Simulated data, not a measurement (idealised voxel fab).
Documented hereafter: the process module known as voxel trench capacitor.
We display cut, a cross-section 235 nm in width whose square cells are each 5 nm.
Cross-section format: a grid of square cells, given as bands from top to bottom; each band is one or more rows of cells. This entry defines a band. It first specifies the height of the band's top and the height of its bottom in nm, and then specifies the band's materials from left to right, stating each material with its width in nm. The word "everywhere" identifies a single material that fills the band from edge to edge, while the word "empty" identifies empty space. The level at which height equals 0 is the one under which the wafer, as it arrives, is entirely one material. No lower edge exists for the bottom band, which continues downward and is notated as in "0 down". Width spec "30 to 40" -> top row of cells at first value, bottom row at second value, equal per-row change in between. No cell of the cross-section changed in a step that is given as "no alteration". Any empty space of 8 cells or more lacking an open way to the top shows up in "Catalogued sealed voids" as width x height at distance, distance from the left edge, in nm. Heads up: the bit after the settings on a step's line is the simulator's remark on that step. overlay nm: step with mask; distance mask lay right of planned place; negative value = left of planned place.
These are the steps we planned for the process:
1: RECEIVE [material Si]
2: CONFORMAL_DEP [material SiN] [thk nm 10]
3: MASKED_ETCH [tone open] [mask id TRENCH] [width nm 15] [pitch nm 45] [etch materials SiN] [depth nm 10] [overlay nm 0]
4: MASKED_ETCH [tone open] [mask id TRENCH] [width nm 15] [pitch nm 45] [etch materials Si] [depth nm 25] [overlay nm 0]
5: CONFORMAL_DEP [material SiO2] [thk nm 5]
6: FILL_DEP [material polySi] [thk nm 5]
7: CMP [height nm 10]
Run as planned: first of two wafers:
Cross-sectional view of the wafer in its as-received condition, corresponding to the state after step 1:
* 0 down = Si everywhere
* Catalogued sealed voids: none
Cross-section through the wafer, step 2 finished:
* 10 to 0 = SiN everywhere
* Under the height 0 nothing was changed.
Cross-section through the wafer, step 3 finished:
* 10 to 0 = SiN 85 | empty 15 | SiN 30 | empty 15 | SiN 90
* Under the height 0 nothing was changed.
Cross-section through the wafer, step 4 finished:
* 10 to 0 = SiN 85 | empty 15 | SiN 30 | empty 15 | SiN 90
* 0 to -25 = Si 85 | empty 15 | Si 30 | empty 15 | Si 90
* Under the height -25 nothing was changed.
Cross-section through the wafer, step 5 finished:
* 15 to 10 = SiO2 90 | empty 5 | SiO2 40 | empty 5 | SiO2 95
* 10 to 0 = SiN 85 | SiO2 5 | empty 5 | SiO2 5 | SiN 30 | SiO2 5 | empty 5 | SiO2 5 | SiN 90
* 0 to -20 = Si 85 | SiO2 5 | empty 5 | SiO2 5 | Si 30 | SiO2 5 | empty 5 | SiO2 5 | Si 90
* -20 to -25 = Si 85 | SiO2 15 | Si 30 | SiO2 15 | Si 90
* Under the height -25 nothing was changed.
Cross-section through the wafer, step 6 finished:
* 20 to 15 = polySi everywhere
* 15 to 10 = SiO2 90 | polySi 5 | SiO2 40 | polySi 5 | SiO2 95
* 10 to 0 = SiN 85 | SiO2 5 | polySi 5 | SiO2 5 | SiN 30 | SiO2 5 | polySi 5 | SiO2 5 | SiN 90
* 0 to -20 = Si 85 | SiO2 5 | polySi 5 | SiO2 5 | Si 30 | SiO2 5 | polySi 5 | SiO2 5 | Si 90
* Under the height -20 nothing was changed.
Cross-section through the wafer, step 7 finished:
* 10 to 0 = SiN 85 | SiO2 5 | polySi 5 | SiO2 5 | SiN 30 | SiO2 5 | polySi 5 | SiO2 5 | SiN 90
* Under the height 0 nothing was changed.
second wafer: like start, like plan, one mistake. Through step 2 it matches the first wafer:
The second wafer in cross-section, at the planned close of step 3:
* 10 to 0 = empty 85 | SiN 15 | empty 30 | SiN 15 | empty 90
* Under the height 0 nothing was changed.
The second wafer in cross-section, at the planned close of step 4: no alteration
The second wafer in cross-section, at the planned close of step 5:
* 15 to 10 = empty 80 | SiO2 25 | empty 20 | SiO2 25 | empty 85
* 10 to 5 = empty 80 | SiO2 5 | SiN 15 | SiO2 5 | empty 20 | SiO2 5 | SiN 15 | SiO2 5 | empty 85
* 5 to 0 = SiO2 85 | SiN 15 | SiO2 30 | SiN 15 | SiO2 90
* Under the height 0 nothing was changed.
The second wafer in cross-section, at the planned close of step 6:
* 20 to 15 = polySi everywhere
* 15 to 10 = polySi 80 | SiO2 25 | polySi 20 | SiO2 25 | polySi 85
* 10 to 5 = polySi 80 | SiO2 5 | SiN 15 | SiO2 5 | polySi 20 | SiO2 5 | SiN 15 | SiO2 5 | polySi 85
* Under the height 5 nothing was changed.
The second wafer in cross-section, at the planned close of step 7:
* 10 to 5 = polySi 80 | SiO2 5 | SiN 15 | SiO2 5 | polySi 20 | SiO2 5 | SiN 15 | SiO2 5 | polySi 85
* Under the height 5 nothing was changed.
What was the processing mistake? off-plan run, step 3, actual operation and settings MASKED_ETCH [tone cover] [mask id TRENCH] [width nm 15] [pitch nm 45] [etch materials SiN] [depth nm 10] [overlay nm 0]
Wafer comparison, final, in cells, second relative to first, materials more or fewer: Si +30 | SiN -70 | SiO2 +15 | polySi +25
